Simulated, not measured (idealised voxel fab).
Process module heading - voxel transistor to metal
It is cross-section cut that appears here, measuring 210 nm in width, its square cells being 5 nm in size.
Each cross-section below is a grid of square cells, stated as bands in top-down order, with one or more rows of cells making up each band.
Per band: top height and bottom height in nm, followed by the left-to-right materials and their widths in nm; "full width" marks a single material spanning edge to edge, "blank" marks empty space.
Basically, 0 is our baseline, since under it the wafer straight out of the box is all one material. The bottom band has no lower end and keeps on going down, so it looks like "top 0, no bottom".
You'd read "30..40" like this: the band's top row of cells is as wide as the first number, its bottom row is as wide as the second, and going down, every row changes width by the same amount as the row before did.
It should be understood that the words "no alteration", when stated for a given step, signify that the cross-section underwent no change in any of its cells during that step.
Heads up: "Sealed-off cavities" only lists the empty pockets with no open path to the top that are 8 cells or more, and it writes them as width x height at distance, distance from the left edge, in nm.
after a step's settings: what the simulator itself notes on the step
overlay nm: for a step with a mask, the amount by which the mask lay right of where it was planned; a negative amount means left of it.
## List of planned process steps
| 1 | RECEIVE,material Si |
| 2 | CONFORMAL_DEP,material SiO2,thk nm 5 |
| 3 | CONFORMAL_DEP,material SiN,thk nm 10 |
| 4 | MASKED_ETCH,tone cover,mask id ACTIVE,width nm 110,etch materials SiN,depth nm 10,overlay nm 0 |
| 5 | MASKED_ETCH,tone cover,mask id ACTIVE,width nm 110,etch materials SiO2,depth nm 5,overlay nm 0 |
| 6 | MASKED_ETCH,tone cover,mask id ACTIVE,width nm 110,etch materials Si,depth nm 25,overlay nm 0 |
| 7 | FILL_DEP,material SiO2,thk nm 10 |
| 8 | CMP,height nm 15 |
| 9 | SELECTIVE_ETCH,etch materials SiO2,depth nm 5 |
| 10 | STRIP,etch materials SiN |
| 11 | SELECTIVE_ETCH,etch materials SiO2,depth nm 5 |
| 12 | OXIDIZE,depth nm 5 |
| 13 | DIRECTIONAL_DEP,material polySi,thk nm 25 |
| 14 | DIRECTIONAL_DEP,material SiCN,thk nm 15 |
| 15 | MASKED_ETCH,tone cover,mask id GATE,width nm 30,etch materials SiCN,depth nm 25,overlay nm 0 |
| 16 | MASKED_ETCH,tone cover,mask id GATE,width nm 30,etch materials polySi,depth nm 35,overlay nm 0 |
| 17 | CONFORMAL_DEP,material SiN,thk nm 5 |
| 18 | DIRECTIONAL_ETCH,etch materials SiN,depth nm 5 |
| 19 | DIRECTIONAL_ETCH,etch materials SiO2,depth nm 5 |
| 20 | DIRECTIONAL_ETCH,etch materials Si,depth nm 15 |
| 21 | EPI,material pSi,thk nm 15 |
| 22 | FILL_DEP,material SiO2,thk nm 5 |
| 23 | CMP,height nm 25 |
| 24 | STRIP,etch materials polySi |
| 25 | SELECTIVE_ETCH,etch materials SiO2,depth nm 5 |
| 26 | CONFORMAL_DEP,material HfO2,thk nm 5 |
| 27 | CONFORMAL_DEP,material TiN,thk nm 5 |
| 28 | FILL_DEP,material W,thk nm 5 |
| 29 | CMP,height nm 20 |
| 30 | DIRECTIONAL_DEP,material SiO2,thk nm 15 |
| 31 | DIRECTIONAL_DEP,material aC,thk nm 15 |
| 32 | PATTERN,tone open,mask id CONTACT,material resist,width nm 15,pitch nm 75,thk nm 35,overlay nm 0 |
| 33 | DIRECTIONAL_ETCH,etch materials aC,depth nm 15 |
| 34 | STRIP,etch materials resist |
| 35 | DIRECTIONAL_ETCH,etch materials SiO2,depth nm 40 |
| 36 | STRIP,etch materials aC |
| 37 | CONFORMAL_DEP,material TiN,thk nm 5 |
| 38 | FILL_DEP,material Ru,thk nm 10 |
| 39 | CMP,height nm 35 |
| 40 | CONFORMAL_DEP,material SiCN,thk nm 5 |
| 41 | DIRECTIONAL_DEP,material lowk,thk nm 25 |
| 42 | MASKED_ETCH,tone open,mask id METAL_1,width nm 15,pitch nm 75,etch materials lowk,depth nm 25,overlay nm 0 |
| 43 | MASKED_ETCH,tone open,mask id METAL_1,width nm 15,pitch nm 75,etch materials SiCN,depth nm 5,overlay nm 0 |
| 44 | CONFORMAL_DEP,material TiN,thk nm 5 |
| 45 | FILL_DEP,material Cu,thk nm 10 |
| 46 | CMP,height nm 65 |
| 47 | CONFORMAL_DEP,material SiN,thk nm 5 |
## Wafer cross-section on receipt, i.e. after step 1
	top 0, no bottom = Si full width
	Sealed-off cavities: none
## First wafer of two, sectioned at end of module; run went per plan
	top 70, bottom 65 = SiN full width
	top 65, bottom 40 = 60 nm lowk  5 nm TiN  5 nm Cu  5 nm TiN  60 nm lowk  5 nm TiN  5 nm Cu  5 nm TiN  60 nm lowk
	top 40, bottom 35 = 60 nm SiCN  15 nm TiN  60 nm SiCN  15 nm TiN  60 nm SiCN
	top 35, bottom 20 = 60 nm SiO2  5 nm TiN  5 nm Ru  5 nm TiN  60 nm SiO2  5 nm TiN  5 nm Ru  5 nm TiN  60 nm SiO2
	top 20, bottom 15 = 60 nm SiO2  5 nm TiN  5 nm Ru  5 nm TiN  10 nm SiO2  5 nm SiN  5 nm HfO2  5 nm TiN  10 nm W  5 nm TiN  5 nm HfO2  5 nm SiN  10 nm SiO2  5 nm TiN  5 nm Ru  5 nm TiN  60 nm SiO2
	top 15, bottom 10 = 60 nm SiO2  15 nm TiN  10 nm SiO2  5 nm SiN  5 nm HfO2  5 nm TiN  10 nm W  5 nm TiN  5 nm HfO2  5 nm SiN  10 nm SiO2  15 nm TiN  60 nm SiO2
	top 10, bottom 5 = 60 nm SiO2  10 nm TiN  15 nm pSi  5 nm SiN  5 nm HfO2  5 nm TiN  10 nm W  5 nm TiN  5 nm HfO2  5 nm SiN  15 nm pSi  10 nm TiN  60 nm SiO2
	top 5, bottom 0 = 45 nm SiO2  5 nm SiN  10 nm SiO2  10 nm TiN  15 nm pSi  5 nm SiN  5 nm HfO2  20 nm TiN  5 nm HfO2  5 nm SiN  15 nm pSi  10 nm TiN  10 nm SiO2  5 nm SiN  45 nm SiO2
	top 0, bottom -5 = 60 nm SiO2  10 nm TiN  15 nm pSi  40 nm HfO2  15 nm pSi  10 nm TiN  60 nm SiO2
	top -5, bottom -20 = 50 nm SiO2  35 nm pSi  40 nm Si  35 nm pSi  50 nm SiO2
	top -20, bottom -25 = 50 nm SiO2  110 nm Si  50 nm SiO2
	top -25, no bottom = Si full width
	Sealed-off cavities: none
## Same start, same plan as the first wafer - but one mistake in the run. Cross-section of the second of the two at the end of the module
	top 70, bottom 65 = SiN full width
	top 65, bottom 40 = 60 nm lowk  5 nm TiN  5 nm Cu  5 nm TiN  60 nm lowk  5 nm TiN  5 nm Cu  5 nm TiN  60 nm lowk
	top 40, bottom 35 = 60 nm SiCN  15 nm TiN  60 nm SiCN  15 nm TiN  60 nm SiCN
	top 35, bottom 20 = 60 nm SiO2  5 nm TiN  5 nm Ru  5 nm TiN  60 nm SiO2  5 nm TiN  5 nm Ru  5 nm TiN  60 nm SiO2
	top 20, bottom 15 = 60 nm SiO2  5 nm TiN  5 nm Ru  5 nm TiN  10 nm SiO2  5 nm SiN  5 nm HfO2  5 nm TiN  10 nm W  5 nm TiN  5 nm HfO2  5 nm SiN  10 nm SiO2  5 nm TiN  5 nm Ru  5 nm TiN  60 nm SiO2
	top 15, bottom 10 = 60 nm SiO2  15 nm TiN  10 nm SiO2  5 nm SiN  5 nm HfO2  5 nm TiN  10 nm W  5 nm TiN  5 nm HfO2  5 nm SiN  10 nm SiO2  15 nm TiN  60 nm SiO2
	top 10, bottom 5 = 60 nm SiO2  10 nm TiN  15 nm pSi  5 nm SiN  5 nm HfO2  5 nm TiN  10 nm W  5 nm TiN  5 nm HfO2  5 nm SiN  15 nm pSi  10 nm TiN  60 nm SiO2
	top 5, bottom 0 = 45 nm SiO2  5 nm SiN  10 nm SiO2  10 nm TiN  15 nm pSi  5 nm SiN  5 nm HfO2  20 nm TiN  5 nm HfO2  5 nm SiN  15 nm pSi  10 nm TiN  10 nm SiO2  5 nm SiN  45 nm SiO2
	top 0, bottom -5 = 60 nm SiO2  10 nm TiN  15 nm pSi  40 nm HfO2  15 nm pSi  10 nm TiN  60 nm SiO2
	top -5, bottom -20 = 50 nm SiO2  35 nm pSi  40 nm Si  35 nm pSi  50 nm SiO2
	top -20, bottom -50 = 50 nm SiO2  110 nm Si  50 nm SiO2
	top -50, no bottom = Si full width
	Sealed-off cavities: none
Misprocessing identified: step 6 in the plan was executed twice
The second wafer ends with more or fewer cells of some materials than the first, per final count: -100 Si, +100 SiO2
